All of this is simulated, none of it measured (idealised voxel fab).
process module | voxel ribs on slabs
cross-section cut | 265 nm wide | cells 5 nm
A cross-section is a grid of square cells, given in bands from the top down. A band is one or more rows of cells.
Each band's line starts with the height of the band's top and of its bottom, in nm. Then come its materials from left to right, each with its width in nm. One material with "throughout" fills the band from edge to edge. "air" is empty space.
Height 0 is the level under which the wafer as received is all one material. The lowest band goes on downwards, as in "0 down".
A width such as "30 to 40" changes by the same amount from each row of cells to the next, from the band's top row to its bottom row.
"no change" after a step means that no cell of the cross-section changed.
closed voids: empty space of 8 cells or more with no open way to the top, each as width x height at its distance from the left edge, in nm
after a step's settings: what the simulator itself notes on the step
overlay nm, on a step with a mask: how far to the right of its planned place the mask lay; to the left if negative
plan
1 op RECEIVE | material Si
2 op DIRECTIONAL_DEP | material SiO2 | thk nm 25
3 op DIRECTIONAL_DEP | material SiN | thk nm 20
4 op MASKED_ETCH | tone cover | mask id RIB | width nm 20 | etch materials SiN | depth nm 15 | overlay nm 0
5 op PATTERN | tone cover | mask id SLAB | material resist | width nm 50 | thk nm 15 | overlay nm 0
6 op DIRECTIONAL_ETCH | etch materials SiN | depth nm 5
7 op STRIP | etch materials resist
8 op FILL_DEP | material SiO2 | thk nm 30
9 op CMP | height nm 65
10 op DIRECTIONAL_DEP | material W | thk nm 10
11 op PATTERN | tone cover | mask id HEATER | material resist | width nm 30 | thk nm 20 | overlay nm 0
12 op DIRECTIONAL_ETCH | etch materials W | depth nm 10
13 op STRIP | etch materials resist
14 op CONFORMAL_DEP | material SiO2 | thk nm 10
varied across the wafers: width nm of step 5. The plan shows the first wafer's value. All wafers start alike
first wafer as received, after step 1
  0 down: Si throughout
  closed voids: none
first wafer at the end, after step 14
  85 to 75: air 105 | SiO2 50 | air 110
  75 to 65: SiO2 115 | W 30 | SiO2 120
  65 to 45: SiO2 throughout
  45 to 30: SiO2 120 | SiN 20 | SiO2 125
  30 to 25: SiO2 105 | SiN 50 | SiO2 110
  25 to 0: SiO2 throughout
  0 down: Si throughout
  closed voids: none
last wafer at the end
  85 to 75: air 105 | SiO2 50 | air 110
  75 to 65: SiO2 115 | W 30 | SiO2 120
  65 to 45: SiO2 throughout
  45 to 30: SiO2 120 | SiN 20 | SiO2 125
  30 to 25: SiO2 95 | SiN 75 | SiO2 95
  25 to 0: SiO2 throughout
  0 down: Si throughout
  closed voids: none
each wafer at the end: cells of each material gained (+) or lost (-) since it was received, then its closed voids
width nm 50 | +22 SiN | +781 SiO2 | +12 W | closed voids: none
width nm 55 | +23 SiN | +780 SiO2 | +12 W | closed voids: none
width nm 60 | +24 SiN | +779 SiO2 | +12 W | closed voids: none
width nm 65 | +25 SiN | +778 SiO2 | +12 W | closed voids: none
width nm 70 | +26 SiN | +777 SiO2 | +12 W | closed voids: none
width nm 75 | +27 SiN | +776 SiO2 | +12 W | closed voids: none
